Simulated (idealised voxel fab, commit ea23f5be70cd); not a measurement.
Process module heading - voxel double patterning
For reference, the cross-section in this document is cut, with width 150 nm and square cells of 5 nm.
Cross-section = grid of square cells, listed top down in bands; band = one or more rows. A band entry consists of two parts. The first gives the height of the band's top and the height of its bottom, in nm. The rest lists the band's materials from left to right, each with its width in nm. A single material labelled with the word "edge to edge" fills the band from edge to edge, and the word "air" marks empty space. A quick word on heights: they are counted from 0, and under that level the wafer as it came to us is one material throughout. The lowest band is different from the rest in having no bottom; it simply continues downward, written as in "0..down". Graded width ("30 to 40"): value in top row of band = first number; value in bottom row = second number; row-to-row change constant. Given "no modifications" for a step, no cell of the cross-section differs between before and after that step. Under "Fully sealed voids" you'll find the enclosed gaps, the ones with no way out to the top, that are 8 cells or bigger; each reads width x height at distance, with distance counted from the left edge, everything in nm. On each step's line, the part that comes after the settings is the simulator's own comment on the step. The setting "overlay nm" may be written on the line of a step. When the step uses a mask, the value reports how far to the right of the planned place the mask lay, and a negative value reports that it lay to the left. Layout of what follows: cross-section pairs, each bracketing one process step, the after cross-section shown only to the lowest band that changed, the step between and its settings noted under each pair. Pairs may originate in different runs of this module on the same starting wafer; a pair continues from the pair above only where its entry headed "Cross-section, before" says so.

[Cross-section, before]
    30..25: SiCN 15  air 15  SiCN 35  air 15  SiCN 35  air 15  SiCN 20
    25..5: SiO2 edge to edge
    5..0: SiN edge to edge
    0..down: Si edge to edge
    Fully sealed voids: none

[Post-Step Cross-Section]
    45..30: air 40  resist 15  air 35  resist 15  air 45
    Below 30, the layers are the same as they were.
    Fully sealed voids: none
The process step bridging the two cross-sections above: PATTERN, tone cover, mask id SECOND, material resist, width nm 15, pitch nm 50, thk nm 15, overlay nm 0

Cross-section, before: after-step cross-section of the pair just above applies.

[Post-Step Cross-Section]
    45..30: air 40  resist 15  air 35  resist 15  air 45
    30..25: air 40  SiCN 15  air 35  SiCN 15  air 45
    Below 25, the layers are the same as they were.
    Fully sealed voids: none
The process step bridging the two cross-sections above: DIRECTIONAL_ETCH, etch materials SiCN, depth nm 5

Cross-section, before: after-step cross-section of the pair just above applies.

[Post-Step Cross-Section]
    30..25: air 40  SiCN 15  air 35  SiCN 15  air 45
    Below 25, the layers are the same as they were.
    Fully sealed voids: none
The process step bridging the two cross-sections above: STRIP, etch materials resist

Cross-section, before: after-step cross-section of the pair just above applies.

[Post-Step Cross-Section]
    30..25: air 40  SiCN 15  air 35  SiCN 15  air 45
    25..5: air 40  SiO2 15  air 35  SiO2 15  air 45
    Below 5, the layers are the same as they were.
    Fully sealed voids: none
The process step bridging the two cross-sections above: DIRECTIONAL_ETCH, etch materials SiO2, depth nm 20

Cross-section, before: after-step cross-section of the pair just above applies.

[Post-Step Cross-Section]
    25..5: air 40  SiO2 15  air 35  SiO2 15  air 45
    Below 5, the layers are the same as they were.
    Fully sealed voids: none
The process step bridging the two cross-sections above: STRIP, etch materials SiCN
